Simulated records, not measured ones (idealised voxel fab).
The document below concerns the process module designated voxel ribs on slabs.
The width of the displayed cross-section, cut, is 250 nm; its cells are square, with a size of 5 nm.
The cross-sections in this document take the form of a grid made of square cells. They are written out as bands, in order from top to bottom. Each band consists of one or more rows of cells. Per band: top height and bottom height in nm, followed by the left-to-right materials and their widths in nm; "edge to edge" marks a single material spanning edge to edge, "blank" marks empty space. All heights in this document are referenced to 0, defined as the level beneath which the wafer, as received, consists entirely of one material. The lowest band is not bounded below; it extends indefinitely downward and is written in the form "0 nm and below". Width "30->40": first value at the band's top row of cells, second value at its bottom row, equal change from row to row. Any step labelled "nothing altered" changed none of the cells in the cross-section. Listed in "Enclosed internal cavities": every empty space of 8 or more cells without an open way to the top. Form: width x height at distance, the distance being from the left edge, all in nm. Formally, on a step line, whatever follows the settings is a remark that the simulator itself makes on the step. A step line may carry the setting "overlay nm", which, for steps involving a mask, states the distance by which the mask lay to the right of its intended position; negative values denote displacement to the left.
The following list gives the planned process steps:
1: RECEIVE: material Si
2: DIRECTIONAL_DEP: material SiO2, thk nm 30
3: DIRECTIONAL_DEP: material polySi, thk nm 20
4: PATTERN: tone cover, mask id RIB, material resist, width nm 30, thk nm 20, overlay nm 0
5: DIRECTIONAL_ETCH: etch materials polySi, depth nm 5
6: STRIP: etch materials resist
7: MASKED_ETCH: tone cover, mask id SLAB, width nm 90, etch materials polySi, depth nm 15, overlay nm 0
8: FILL_DEP: material SiO2, thk nm 15
9: CMP: height nm 60
10: DIRECTIONAL_DEP: material TiN, thk nm 5
11: DIRECTIONAL_DEP: material aC, thk nm 10
12: PATTERN: tone cover, mask id HEATER, material resist, width nm 40, thk nm 25, overlay nm 0
13: DIRECTIONAL_ETCH: etch materials aC, depth nm 10
14: STRIP: etch materials resist
15: DIRECTIONAL_ETCH: etch materials TiN, depth nm 5
16: STRIP: etch materials aC
17: CONFORMAL_DEP: material SiO2, thk nm 10
Wafer, first of two, run as planned:
This is the cross-section of the wafer as we received it, i.e. after step 1:
    0 nm and below: Si edge to edge
    Enclosed internal cavities: none
After step 2, in cross-section:
    30 nm to 0 nm: SiO2 edge to edge
    No changes below 0.
After step 3, in cross-section:
    50 nm to 30 nm: polySi edge to edge
    No changes below 30.
After step 4, in cross-section:
    70 nm to 50 nm: blank: 110, then resist: 30, then blank: 110
    No changes below 50.
After step 5, in cross-section:
    70 nm to 50 nm: blank: 110, then resist: 30, then blank: 110
    50 nm to 45 nm: blank: 110, then polySi: 30, then blank: 110
    No changes below 45.
After step 6, in cross-section:
    50 nm to 45 nm: blank: 110, then polySi: 30, then blank: 110
    No changes below 45.
After step 7, in cross-section:
    50 nm to 45 nm: blank: 110, then polySi: 30, then blank: 110
    45 nm to 30 nm: blank: 80, then polySi: 90, then blank: 80
    No changes below 30.
After step 8, in cross-section:
    65 nm to 50 nm: SiO2 edge to edge
    50 nm to 45 nm: SiO2: 110, then polySi: 30, then SiO2: 110
    45 nm to 30 nm: SiO2: 80, then polySi: 90, then SiO2: 80
    No changes below 30.
After step 9, in cross-section:
    60 nm to 50 nm: SiO2 edge to edge
    No changes below 50.
After step 10, in cross-section:
    65 nm to 60 nm: TiN edge to edge
    No changes below 60.
After step 11, in cross-section:
    75 nm to 65 nm: aC edge to edge
    No changes below 65.
After step 12, in cross-section:
    100 nm to 75 nm: blank: 105, then resist: 40, then blank: 105
    No changes below 75.
After step 13, in cross-section:
    90 nm to 75 nm: blank: 105, then resist: 40, then blank: 105
    75 nm to 65 nm: blank: 105, then aC: 40, then blank: 105
    No changes below 65.
After step 14, in cross-section:
    75 nm to 65 nm: blank: 105, then aC: 40, then blank: 105
    No changes below 65.
After step 15, in cross-section:
    75 nm to 65 nm: blank: 105, then aC: 40, then blank: 105
    65 nm to 60 nm: blank: 105, then TiN: 40, then blank: 105
    No changes below 60.
After step 16, in cross-section:
    65 nm to 60 nm: blank: 105, then TiN: 40, then blank: 105
    No changes below 60.
After step 17, in cross-section:
    75 nm to 70 nm: blank: 95, then SiO2: 60, then blank: 95
    70 nm to 65 nm: SiO2 edge to edge
    65 nm to 60 nm: SiO2: 105, then TiN: 40, then SiO2: 105
    No changes below 60.
Wafer two of two - same starting point, same process plan, one mistake in execution; matches wafer one up to and including step 6:
Second wafer profile in section, at the moment step 7 of the plan was meant to be complete:
    50 nm to 45 nm: blank: 110, then polySi: 30, then blank: 110
    45 nm to 30 nm: blank: 85, then polySi: 90, then blank: 75
    No changes below 30.
Second wafer profile in section, at the moment step 8 of the plan was meant to be complete:
    65 nm to 50 nm: SiO2 edge to edge
    50 nm to 45 nm: SiO2: 110, then polySi: 30, then SiO2: 110
    45 nm to 30 nm: SiO2: 85, then polySi: 90, then SiO2: 75
    No changes below 30.
Second wafer profile in section, at the moment step 9 of the plan was meant to be complete:
    60 nm to 50 nm: SiO2 edge to edge
    No changes below 50.
Second wafer profile in section, at the moment step 10 of the plan was meant to be complete:
    65 nm to 60 nm: TiN edge to edge
    No changes below 60.
Second wafer profile in section, at the moment step 11 of the plan was meant to be complete:
    75 nm to 65 nm: aC edge to edge
    No changes below 65.
Second wafer profile in section, at the moment step 12 of the plan was meant to be complete:
    100 nm to 75 nm: blank: 105, then resist: 40, then blank: 105
    No changes below 75.
Second wafer profile in section, at the moment step 13 of the plan was meant to be complete:
    90 nm to 75 nm: blank: 105, then resist: 40, then blank: 105
    75 nm to 65 nm: blank: 105, then aC: 40, then blank: 105
    No changes below 65.
Second wafer profile in section, at the moment step 14 of the plan was meant to be complete:
    75 nm to 65 nm: blank: 105, then aC: 40, then blank: 105
    No changes below 65.
Second wafer profile in section, at the moment step 15 of the plan was meant to be complete:
    75 nm to 65 nm: blank: 105, then aC: 40, then blank: 105
    65 nm to 60 nm: blank: 105, then TiN: 40, then blank: 105
    No changes below 60.
Second wafer profile in section, at the moment step 16 of the plan was meant to be complete:
    65 nm to 60 nm: blank: 105, then TiN: 40, then blank: 105
    No changes below 60.
Second wafer profile in section, at the moment step 17 of the plan was meant to be complete:
    75 nm to 70 nm: blank: 95, then SiO2: 60, then blank: 95
    70 nm to 65 nm: SiO2 edge to edge
    65 nm to 60 nm: SiO2: 105, then TiN: 40, then SiO2: 105
    No changes below 60.
Here's what went sideways: so step 7 ended up running with a different setting than we planned, it ran as MASKED_ETCH: tone cover, mask id SLAB, width nm 90, etch materials polySi, depth nm 15, overlay nm 5
At the close, every material occupies the same number of cells on the second wafer as on the first, only in different positions.
